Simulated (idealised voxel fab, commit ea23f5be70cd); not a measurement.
Module name: voxel tone inversion (process module)
165 nm wide, 5 nm square cells: that's cross-section cut.
Throughout this document, each cross-section is represented as a grid of square cells and is presented as a sequence of bands enumerated from the top downward, where a band comprises one or more rows of cells.
The entry gives the band's vertical extent as a top height and a bottom height in nm, then its horizontal make-up as materials from left to right, each with a width in nm. "air" stands for empty space; a single material marked "everywhere" fills the band edge to edge.
Below 0: as-received wafer, all one material; heights counted from there. Lowest band: no bottom, goes on down, written "from 0 down".
Quick explanation for "30..40": the width changes in equal steps down the rows of cells, from the first number in the band's top row to the second number in its bottom row.
Reading "all unchanged" for a step: not a cell of the cross-section changed in it.
The entry "Enclosed cavities" lists the empty spaces that cover at least 8 cells and have no open path to the top. Each is written as width x height at distance, where the distance is measured from the left edge and all three values are in nm.
Anything after a step's settings on that line? It's the simulator's own note about the step.
overlay nm: step with mask; distance mask lay right of planned place; negative value = left of planned place.
The following list gives the planned process steps
1,RECEIVE [material Si]
2,CONFORMAL_DEP [material SiN] [thk nm 5]
3,DIRECTIONAL_DEP [material polySi] [thk nm 20]
4,PATTERN [tone cover] [mask id POSTS] [material resist] [width nm 20] [pitch nm 35] [thk nm 25] [overlay nm 0]
5,DIRECTIONAL_ETCH [etch materials polySi] [depth nm 20]
6,STRIP [etch materials resist]
7,FILL_DEP [material lowk] [thk nm 10]
8,CMP [height nm 25]
9,STRIP [etch materials polySi]
First out of two wafers; run went to plan
As received (post step 1): cross-section
	from 0 down = Si everywhere
	Enclosed cavities: none
Presented here is a cross-section of the wafer after step 2 has been performed
	from 5 to 0 = SiN everywhere
	Note: structure below 0 unchanged.
Presented here is a cross-section of the wafer after step 3 has been performed
	from 25 to 5 = polySi everywhere
	Note: structure below 5 unchanged.
Presented here is a cross-section of the wafer after step 4 has been performed
	from 50 to 25 = 20 nm air; 20 nm resist; 15 nm air; 20 nm resist; 15 nm air; 20 nm resist; 15 nm air; 20 nm resist; 20 nm air
	Note: structure below 25 unchanged.
Presented here is a cross-section of the wafer after step 5 has been performed
	from 50 to 25 = 20 nm air; 20 nm resist; 15 nm air; 20 nm resist; 15 nm air; 20 nm resist; 15 nm air; 20 nm resist; 20 nm air
	from 25 to 5 = 20 nm air; 20 nm polySi; 15 nm air; 20 nm polySi; 15 nm air; 20 nm polySi; 15 nm air; 20 nm polySi; 20 nm air
	Note: structure below 5 unchanged.
Presented here is a cross-section of the wafer after step 6 has been performed
	from 25 to 5 = 20 nm air; 20 nm polySi; 15 nm air; 20 nm polySi; 15 nm air; 20 nm polySi; 15 nm air; 20 nm polySi; 20 nm air
	Note: structure below 5 unchanged.
Presented here is a cross-section of the wafer after step 7 has been performed
	from 35 to 25 = lowk everywhere
	from 25 to 5 = 20 nm lowk; 20 nm polySi; 15 nm lowk; 20 nm polySi; 15 nm lowk; 20 nm polySi; 15 nm lowk; 20 nm polySi; 20 nm lowk
	Note: structure below 5 unchanged.
Presented here is a cross-section of the wafer after step 8 has been performed
	from 25 to 5 = 20 nm lowk; 20 nm polySi; 15 nm lowk; 20 nm polySi; 15 nm lowk; 20 nm polySi; 15 nm lowk; 20 nm polySi; 20 nm lowk
	Note: structure below 5 unchanged.
Presented here is a cross-section of the wafer after step 9 has been performed
	from 25 to 5 = 20 nm lowk; 20 nm air; 15 nm lowk; 20 nm air; 15 nm lowk; 20 nm air; 15 nm lowk; 20 nm air; 20 nm lowk
	Note: structure below 5 unchanged.
Second wafer: like start, like plan, one mistake. Through step 8 it matches the first wafer
Second wafer, cross-section, planned end of step 9
	from 25 to 5 = 20 nm lowk; 20 nm air; 15 nm lowk; 20 nm air; 15 nm lowk; 20 nm air; 15 nm lowk; 20 nm air; 20 nm lowk
	Note: structure below 5 unchanged.
what went wrong: twice, step 9 of the plan was run
At process end the two wafers are indistinguishable in cross-section, so the error does not change what this model computes.
